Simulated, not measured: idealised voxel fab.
Process module in this document: voxel wiring stack
Each square cell in cross-section cut measures 5 nm, and the section as a whole is 230 nm wide.
A cross-section in this document is a grid of square cells, and it is written down as bands, the top band listed before the ones below it; a band is made up of one or more rows of cells.
First you get the band's top height and its bottom height, in nm, and then the materials it's made of, left to right, with each width in nm. If you see a single material with "throughout", that one covers the band edge to edge. "air" is empty space.
For the purposes of this specification, 0 denotes the height below which the wafer in its as-received condition is composed wholly of one material, and the lowermost band, lacking a lower limit, extends downward without end, as expressed in "0 -> down".
You'd read "30 to 40" like this: the band's top row of cells is as wide as the first number, its bottom row is as wide as the second, and going down, every row changes width by the same amount as the row before did.
"no alteration" -> step changed no cross-section cell.
For the entry "Listed closed voids", the listed items are empty spaces with no open way to the top whose size is 8 cells or more; each item follows the pattern width x height at distance, where distance is from the left edge and all three are in nm.
after a step's settings: what the simulator itself notes on the step
What "overlay nm" on a step's line means: if the step has a mask, that mask lay this far to the right of its planned place, or, when the value is negative, to the left.
-- Process steps - plan
1) RECEIVE [material Si]
2) CONFORMAL_DEP [material SiO2] [thk nm 10]
3) DIRECTIONAL_DEP [material TiN] [thk nm 5]
4) DIRECTIONAL_DEP [material W] [thk nm 20]
5) DIRECTIONAL_DEP [material aC] [thk nm 15]
6) PATTERN [tone cover] [mask id METAL_1] [material resist] [width nm 30] [pitch nm 50] [thk nm 35] [overlay nm 0]
7) DIRECTIONAL_ETCH [etch materials aC] [depth nm 15]
8) STRIP [etch materials resist]
9) DIRECTIONAL_ETCH [etch materials W] [depth nm 20]
10) DIRECTIONAL_ETCH [etch materials TiN] [depth nm 5]
11) STRIP [etch materials aC]
12) FILL_DEP [material SiO2] [thk nm 5]
13) CMP [height nm 35]
14) CONFORMAL_DEP [material SiCN] [thk nm 5]
15) DIRECTIONAL_DEP [material SiO2] [thk nm 25]
16) DIRECTIONAL_DEP [material aC] [thk nm 15]
17) PATTERN [tone open] [mask id METAL_2] [material resist] [width nm 30] [pitch nm 50] [thk nm 35] [overlay nm 0]
18) DIRECTIONAL_ETCH [etch materials aC] [depth nm 15]
19) STRIP [etch materials resist]
20) DIRECTIONAL_ETCH [etch materials SiO2] [depth nm 15]
21) STRIP [etch materials aC]
22) PATTERN [tone open] [mask id METAL_2_HOLES] [material resist] [width nm 15] [pitch nm 50] [thk nm 20] [overlay nm 0]
23) DIRECTIONAL_ETCH [etch materials SiO2] [depth nm 10]
24) DIRECTIONAL_ETCH [etch materials SiCN] [depth nm 5]
25) STRIP [etch materials resist]
26) CONFORMAL_DEP [material TiN] [thk nm 5]
27) FILL_DEP [material Cu] [thk nm 5]
28) CMP [height nm 65]
29) CONFORMAL_DEP [material SiCN] [thk nm 5]
30) DIRECTIONAL_DEP [material SiO2] [thk nm 30]
31) DIRECTIONAL_DEP [material aC] [thk nm 10]
32) PATTERN [tone open] [mask id METAL_3_HOLES] [material resist] [width nm 15] [pitch nm 50] [thk nm 30] [overlay nm 0]
33) DIRECTIONAL_ETCH [etch materials aC] [depth nm 10]
34) STRIP [etch materials resist]
35) DIRECTIONAL_ETCH [etch materials SiO2] [depth nm 30]
36) STRIP [etch materials aC]
37) DIRECTIONAL_DEP [material aC] [thk nm 15]
38) PATTERN [tone open] [mask id METAL_3] [material resist] [width nm 30] [pitch nm 50] [thk nm 35] [overlay nm 0]
39) DIRECTIONAL_ETCH [etch materials aC] [depth nm 15]
40) STRIP [etch materials resist]
41) DIRECTIONAL_ETCH [etch materials SiO2] [depth nm 20]
42) DIRECTIONAL_ETCH [etch materials SiCN] [depth nm 5]
43) STRIP [etch materials aC]
44) CONFORMAL_DEP [material TiN] [thk nm 5]
45) FILL_DEP [material Cu] [thk nm 10]
46) CMP [height nm 100]
47) CONFORMAL_DEP [material SiN] [thk nm 5]
The wafers are alike at the start. At step 47, their thk nm differs. The plan lists the first wafer's value.
-- The first of several wafers in cross-section, exactly as it reached us after step 1
    0 -> down  Si throughout
    Listed closed voids: none
-- Below, a row for every wafer. Read it as the end-of-module picture: for each material the wafer shows its cells gained (+) or lost (-) since it was received, and then its closed voids
thk nm 5; +52 Cu; +80 SiCN; +46 SiN; +660 SiO2; +80 TiN; +48 W; Listed closed voids: none
thk nm 10; +52 Cu; +80 SiCN; +92 SiN; +660 SiO2; +80 TiN; +48 W; Listed closed voids: none
thk nm 15; +52 Cu; +80 SiCN; +138 SiN; +660 SiO2; +80 TiN; +48 W; Listed closed voids: none
thk nm 20; +52 Cu; +80 SiCN; +184 SiN; +660 SiO2; +80 TiN; +48 W; Listed closed voids: none
